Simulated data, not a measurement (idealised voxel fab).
The name of this process module is voxel released beams.
Displayed cross-section: cut, width of 275 nm, square cells sized 5 nm.
Notation: cross-section as square-cell grid; stated in bands, top first, going down; one or more cell rows per band. Top, bottom (nm), then materials left to right with widths (nm); lone material tagged "edge to edge" fills the whole band edge to edge; "blank" = empty space. We count height from 0. Below that, the starting wafer is all one material. The lowest band never ends at the bottom but goes on down; see "0 and below" for how that is written. Graded width ("30 to 40"): value in top row of band = first number; value in bottom row = second number; row-to-row change constant. Basically "same as before" means that step didn't change any cell in the cross-section. For the entry "Internal closed voids", the listed items are empty spaces with no open way to the top whose size is 8 cells or more; each item follows the pattern width x height at distance, where distance is from the left edge and all three are in nm. Whatever follows a step's settings on its line is a remark the simulator itself makes about that step. The line of a step may include "overlay nm". On a step with a mask, this value is how far to the right of its planned place the mask lay. A negative value means the mask lay to the left.

Process steps (planned):
1) RECEIVE with material Si
2) CONFORMAL_DEP with material Al2O3, thk nm 5
3) DIRECTIONAL_DEP with material SiO2, thk nm 10
4) DIRECTIONAL_DEP with material aC, thk nm 15
5) PATTERN with tone open, mask id ANCHOR, material resist, width nm 45, thk nm 35, overlay nm 0
6) DIRECTIONAL_ETCH with etch materials aC, depth nm 15
7) STRIP with etch materials resist
8) DIRECTIONAL_ETCH with etch materials SiO2, depth nm 10
9) STRIP with etch materials aC
10) CONFORMAL_DEP with material polySi, thk nm 15
11) PATTERN with tone cover, mask id BEAM, material resist, width nm 95, thk nm 20, overlay nm 0
12) DIRECTIONAL_ETCH with etch materials polySi, depth nm 15
13) STRIP with etch materials resist
14) STRIP with etch materials SiO2

Wafer cross-section on receipt, i.e. after step 1:
* 0 and below  Si edge to edge
* Internal closed voids: none

Cross-sectional view of the first of the two wafers upon completion of the module, processed in accordance with the plan:
* 30 down to 20  85 blank  20 polySi  15 blank  60 polySi  95 blank
* 20 down to 15  85 blank  95 polySi  95 blank
* 15 down to 5  90 blank  45 polySi  140 blank
* 5 down to 0  Al2O3 edge to edge
* 0 and below  Si edge to edge
* Internal closed voids: none

Cross-section at end of module for the second wafer of two, which matched the first in starting point and plan and differed by one mistake in its processing:
* 25 down to 15  85 blank  20 polySi  15 blank  60 polySi  95 blank
* 15 down to 10  85 blank  95 polySi  95 blank
* 10 down to 0  90 blank  45 polySi  140 blank
* 0 and below  Si edge to edge
* Internal closed voids: none
Plan not followed: the plan's step 2 went unexecuted, having been skipped
Bottom line after processing is that, in cells, the second wafer is up or down on some materials versus the first: Al2O3: 55 fewer
